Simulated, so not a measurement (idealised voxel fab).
voxel self aligned contacts: a process module
Section shown: cut. Width: 255 nm. Cell size: 5 nm, square.
Notation: cross-section as square-cell grid; stated in bands, top first, going down; one or more cell rows per band.
Basically the band line says how high the top is and how high the bottom is, in nm, and then what's in it from left to right, every material with its width in nm. Empty space shows up as "empty", and if a single material carries "throughout" it runs the full band edge to edge.
Height is counted from the level 0, under which the received wafer is composed throughout of one material. The lowest of the bands is not closed at the bottom but continues downward, in the notation "0 nm and below".
When a width is written as two numbers, as in "30 to 40", the first number is the width in the top row of cells of the band and the second is the width in its bottom row, and the width changes by the same amount from each row to the next.
Given "no change" for a step, no cell of the cross-section differs between before and after that step.
Reported under the label "Entrapped void list" are the empty spaces having no open way to the top and comprising 8 cells or more; the notation for each is width x height at distance, in which the distance is measured from the left edge and all three values are in nm.
Anything after a step's settings on that line? It's the simulator's own note about the step.
"overlay nm" denotes, for a step that has a mask, the displacement of the mask to the right of its planned place, with negative values corresponding to the left.
Process steps (planned)
- 1: RECEIVE,material Si
- 2: CONFORMAL_DEP,material SiO2,thk nm 5
- 3: DIRECTIONAL_DEP,material polySi,thk nm 25
- 4: DIRECTIONAL_DEP,material SiN,thk nm 25
- 5: PATTERN,tone cover,mask id GATE,material resist,width nm 25,pitch nm 60,thk nm 15,overlay nm 0
- 6: DIRECTIONAL_ETCH,etch materials SiN,depth nm 25
- 7: DIRECTIONAL_ETCH,etch materials polySi,depth nm 25
- 8: STRIP,etch materials resist
- 9: CONFORMAL_DEP,material SiN,thk nm 10
- 10: DIRECTIONAL_ETCH,etch materials SiN,depth nm 10
- 11: FILL_DEP,material SiO2,thk nm 15
- 12: CMP,height nm 60
- 13: PATTERN,tone open,mask id CONTACT,material resist,width nm 45,thk nm 15,overlay nm 0
- 14: DIRECTIONAL_ETCH,etch materials SiO2,depth nm 60
- 15: STRIP,etch materials resist
- 16: CONFORMAL_DEP,material TiN,thk nm 5
- 17: FILL_DEP,material Ru,thk nm 5
- 18: CMP,height nm 60
- 19: CONFORMAL_DEP,material SiCN,thk nm 5
First of two wafers, processed according to plan
Step 1 complete: cross-section of the wafer as received
	0 nm and below | Si throughout
	Entrapped void list: none
How the wafer stands in section after step 2
	5 nm to 0 nm | SiO2 throughout
	Below 0, no change.
How the wafer stands in section after step 3
	30 nm to 5 nm | polySi throughout
	Below 5, no change.
How the wafer stands in section after step 4
	55 nm to 30 nm | SiN throughout
	Below 30, no change.
How the wafer stands in section after step 5
	70 nm to 55 nm | empty: 85, resist: 25, empty: 35, resist: 25, empty: 85
	Below 55, no change.
How the wafer stands in section after step 6
	70 nm to 55 nm | empty: 85, resist: 25, empty: 35, resist: 25, empty: 85
	55 nm to 30 nm | empty: 85, SiN: 25, empty: 35, SiN: 25, empty: 85
	Below 30, no change.
How the wafer stands in section after step 7
	70 nm to 55 nm | empty: 85, resist: 25, empty: 35, resist: 25, empty: 85
	55 nm to 30 nm | empty: 85, SiN: 25, empty: 35, SiN: 25, empty: 85
	30 nm to 5 nm | empty: 85, polySi: 25, empty: 35, polySi: 25, empty: 85
	Below 5, no change.
How the wafer stands in section after step 8
	55 nm to 30 nm | empty: 85, SiN: 25, empty: 35, SiN: 25, empty: 85
	Below 30, no change.
How the wafer stands in section after step 9
	65 nm to 30 nm | empty: 75, SiN: 45, empty: 15, SiN: 45, empty: 75
	30 nm to 15 nm | empty: 75, SiN: 10, polySi: 25, SiN: 10, empty: 15, SiN: 10, polySi: 25, SiN: 10, empty: 75
	15 nm to 5 nm | SiN: 85, polySi: 25, SiN: 35, polySi: 25, SiN: 85
	Below 5, no change.
How the wafer stands in section after step 10
	55 nm to 30 nm | empty: 75, SiN: 45, empty: 15, SiN: 45, empty: 75
	30 nm to 5 nm | empty: 75, SiN: 10, polySi: 25, SiN: 10, empty: 15, SiN: 10, polySi: 25, SiN: 10, empty: 75
	Below 5, no change.
How the wafer stands in section after step 11
	70 nm to 55 nm | SiO2 throughout
	55 nm to 30 nm | SiO2: 75, SiN: 45, SiO2: 15, SiN: 45, SiO2: 75
	30 nm to 5 nm | SiO2: 75, SiN: 10, polySi: 25, SiN: 10, SiO2: 15, SiN: 10, polySi: 25, SiN: 10, SiO2: 75
	Below 5, no change.
How the wafer stands in section after step 12
	60 nm to 55 nm | SiO2 throughout
	Below 55, no change.
How the wafer stands in section after step 13
	75 nm to 60 nm | resist: 105, empty: 45, resist: 105
	Below 60, no change.
How the wafer stands in section after step 14
	75 nm to 60 nm | resist: 105, empty: 45, resist: 105
	60 nm to 55 nm | SiO2: 105, empty: 45, SiO2: 105
	55 nm to 30 nm | SiO2: 75, SiN: 45, empty: 15, SiN: 45, SiO2: 75
	30 nm to 5 nm | SiO2: 75, SiN: 10, polySi: 25, SiN: 10, empty: 15, SiN: 10, polySi: 25, SiN: 10, SiO2: 75
	5 nm to 0 nm | SiO2: 120, empty: 15, SiO2: 120
	Below 0, no change.
How the wafer stands in section after step 15
	60 nm to 55 nm | SiO2: 105, empty: 45, SiO2: 105
	Below 55, no change.
How the wafer stands in section after step 16
	65 nm to 60 nm | TiN: 110, empty: 35, TiN: 110
	60 nm to 55 nm | SiO2: 105, TiN: 20, empty: 5, TiN: 20, SiO2: 105
	55 nm to 30 nm | SiO2: 75, SiN: 45, TiN: 5, empty: 5, TiN: 5, SiN: 45, SiO2: 75
	30 nm to 5 nm | SiO2: 75, SiN: 10, polySi: 25, SiN: 10, TiN: 5, empty: 5, TiN: 5, SiN: 10, polySi: 25, SiN: 10, SiO2: 75
	5 nm to 0 nm | SiO2: 120, TiN: 15, SiO2: 120
	Below 0, no change.
How the wafer stands in section after step 17
	70 nm to 65 nm | Ru throughout
	65 nm to 60 nm | TiN: 110, Ru: 35, TiN: 110
	60 nm to 55 nm | SiO2: 105, TiN: 20, Ru: 5, TiN: 20, SiO2: 105
	55 nm to 30 nm | SiO2: 75, SiN: 45, TiN: 5, Ru: 5, TiN: 5, SiN: 45, SiO2: 75
	30 nm to 5 nm | SiO2: 75, SiN: 10, polySi: 25, SiN: 10, TiN: 5, Ru: 5, TiN: 5, SiN: 10, polySi: 25, SiN: 10, SiO2: 75
	Below 5, no change.
How the wafer stands in section after step 18
	60 nm to 55 nm | SiO2: 105, TiN: 20, Ru: 5, TiN: 20, SiO2: 105
	Below 55, no change.
How the wafer stands in section after step 19
	65 nm to 60 nm | SiCN throughout
	Below 60, no change.
Here the second wafer is described. Its start and its plan were those of the first wafer. Its run contained one mistake. Up to and including step 4, it did exactly what the first wafer did
Cross-section, second wafer, at the end time the plan gives for step 5
	70 nm to 55 nm | empty: 85, resist: 30, empty: 30, resist: 30, empty: 80
	Below 55, no change.
Cross-section, second wafer, at the end time the plan gives for step 6
	70 nm to 55 nm | empty: 85, resist: 30, empty: 30, resist: 30, empty: 80
	55 nm to 30 nm | empty: 85, SiN: 30, empty: 30, SiN: 30, empty: 80
	Below 30, no change.
Cross-section, second wafer, at the end time the plan gives for step 7
	70 nm to 55 nm | empty: 85, resist: 30, empty: 30, resist: 30, empty: 80
	55 nm to 30 nm | empty: 85, SiN: 30, empty: 30, SiN: 30, empty: 80
	30 nm to 5 nm | empty: 85, polySi: 30, empty: 30, polySi: 30, empty: 80
	Below 5, no change.
Cross-section, second wafer, at the end time the plan gives for step 8
	55 nm to 30 nm | empty: 85, SiN: 30, empty: 30, SiN: 30, empty: 80
	Below 30, no change.
Cross-section, second wafer, at the end time the plan gives for step 9
	65 nm to 30 nm | empty: 75, SiN: 50, empty: 10, SiN: 50, empty: 70
	30 nm to 15 nm | empty: 75, SiN: 10, polySi: 30, SiN: 10, empty: 10, SiN: 10, polySi: 30, SiN: 10, empty: 70
	15 nm to 5 nm | SiN: 85, polySi: 30, SiN: 30, polySi: 30, SiN: 80
	Below 5, no change.
Cross-section, second wafer, at the end time the plan gives for step 10
	55 nm to 30 nm | empty: 75, SiN: 50, empty: 10, SiN: 50, empty: 70
	30 nm to 5 nm | empty: 75, SiN: 10, polySi: 30, SiN: 10, empty: 10, SiN: 10, polySi: 30, SiN: 10, empty: 70
	Below 5, no change.
Cross-section, second wafer, at the end time the plan gives for step 11
	70 nm to 55 nm | SiO2 throughout
	55 nm to 30 nm | SiO2: 75, SiN: 50, SiO2: 10, SiN: 50, SiO2: 70
	30 nm to 5 nm | SiO2: 75, SiN: 10, polySi: 30, SiN: 10, SiO2: 10, SiN: 10, polySi: 30, SiN: 10, SiO2: 70
	Below 5, no change.
Cross-section, second wafer, at the end time the plan gives for step 12
	60 nm to 55 nm | SiO2 throughout
	Below 55, no change.
Cross-section, second wafer, at the end time the plan gives for step 13
	75 nm to 60 nm | resist: 105, empty: 45, resist: 105
	Below 60, no change.
Cross-section, second wafer, at the end time the plan gives for step 14
	75 nm to 60 nm | resist: 105, empty: 45, resist: 105
	60 nm to 55 nm | SiO2: 105, empty: 45, SiO2: 105
	55 nm to 30 nm | SiO2: 75, SiN: 50, empty: 10, SiN: 50, SiO2: 70
	30 nm to 5 nm | SiO2: 75, SiN: 10, polySi: 30, SiN: 10, empty: 10, SiN: 10, polySi: 30, SiN: 10, SiO2: 70
	5 nm to 0 nm | SiO2: 125, empty: 10, SiO2: 120
	Below 0, no change.
Cross-section, second wafer, at the end time the plan gives for step 15
	60 nm to 55 nm | SiO2: 105, empty: 45, SiO2: 105
	Below 55, no change.
Cross-section, second wafer, at the end time the plan gives for step 16
	65 nm to 60 nm | TiN: 110, empty: 35, TiN: 110
	60 nm to 55 nm | SiO2: 105, TiN: 45, SiO2: 105
	55 nm to 30 nm | SiO2: 75, SiN: 50, TiN: 10, SiN: 50, SiO2: 70
	30 nm to 5 nm | SiO2: 75, SiN: 10, polySi: 30, SiN: 10, TiN: 10, SiN: 10, polySi: 30, SiN: 10, SiO2: 70
	5 nm to 0 nm | SiO2: 125, TiN: 10, SiO2: 120
	Below 0, no change.
Cross-section, second wafer, at the end time the plan gives for step 17
	70 nm to 65 nm | Ru throughout
	65 nm to 60 nm | TiN: 110, Ru: 35, TiN: 110
	Below 60, no change.
Cross-section, second wafer, at the end time the plan gives for step 18
	60 nm to 55 nm | SiO2: 105, TiN: 45, SiO2: 105
	Below 55, no change.
Cross-section, second wafer, at the end time the plan gives for step 19
	65 nm to 60 nm | SiCN throughout
	Below 60, no change.
Short version of what went wrong: step 5 deviated from plan and actually ran as PATTERN,tone cover,mask id GATE,material resist,width nm 30,pitch nm 60,thk nm 15,overlay nm 0
End check, counted in cells, second wafer has more or fewer of these materials than the first: 11 fewer of Ru | 10 more of SiN | 9 fewer of SiO2 | 10 more of polySi
